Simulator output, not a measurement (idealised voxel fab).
Process module heading - voxel lift off
Each square cell in cross-section cut measures 5 nm, and the section as a whole is 175 nm wide.
Bands, listed from the top down, are how a cross-section gets written in this document; the cross-section itself is a grid of square cells, and a band is one or more rows of them.
Look at the band entry: it leads with the top's height and the bottom's height in nm. Then it lists the materials left to right, with a width in nm for each. The word "all across" on a single material says that material fills the band edge to edge. The word "air" is empty space.
Heights from 0 (as-received wafer is one material below). Bottom band endless downward, as "0 -> down".
The two numbers in a width such as "30 to 40" mark its ends across the band: the first belongs to the top row of cells, the second to the bottom row, and from each row to the next the width moves by the same amount.
Where a step carries "changes: none", the cross-section came out of it unchanged, cell for cell.
So "Closed internal cavities" is basically the list of trapped voids: any empty space of 8 cells or more that can't reach the top through an opening. They're written width x height at distance, the distance being from the left edge, and it's all nm.
after a step's settings: what the simulator itself notes on the step
The optional step-line setting "overlay nm" applies to steps with a mask and quantifies how far to the right of its planned location the mask lay, a negative value indicating leftward placement.

Listed below are the process steps as planned
1: op RECEIVE | material Si
2: op CONFORMAL_DEP | material SiO2 | thk nm 5
3: op PATTERN | tone open | mask id LINES | material resist | width nm 15 | pitch nm 40 | thk nm 20 | overlay nm -5
4: op DIRECTIONAL_DEP | material Ru | thk nm 5
5: op STRIP | etch materials resist
6: op CONFORMAL_DEP | material SiO2 | thk nm 10
Be aware that, although all wafers share a common starting state, the overlay nm at step 3 differs among them, and the plan displays the first wafer's value.

Step 1 complete: as-received cross-section of the first of several wafers
0 -> down  Si all across
Closed internal cavities: none

Below, a row for every wafer. Read it as the end-of-module picture: for each material the wafer shows its cells gained (+) or lost (-) since it was received, and then its closed voids
overlay nm -5, +12 Ru, +121 SiO2, Closed internal cavities: none
overlay nm 0, +12 Ru, +121 SiO2, Closed internal cavities: none
overlay nm 5, +12 Ru, +121 SiO2, Closed internal cavities: none
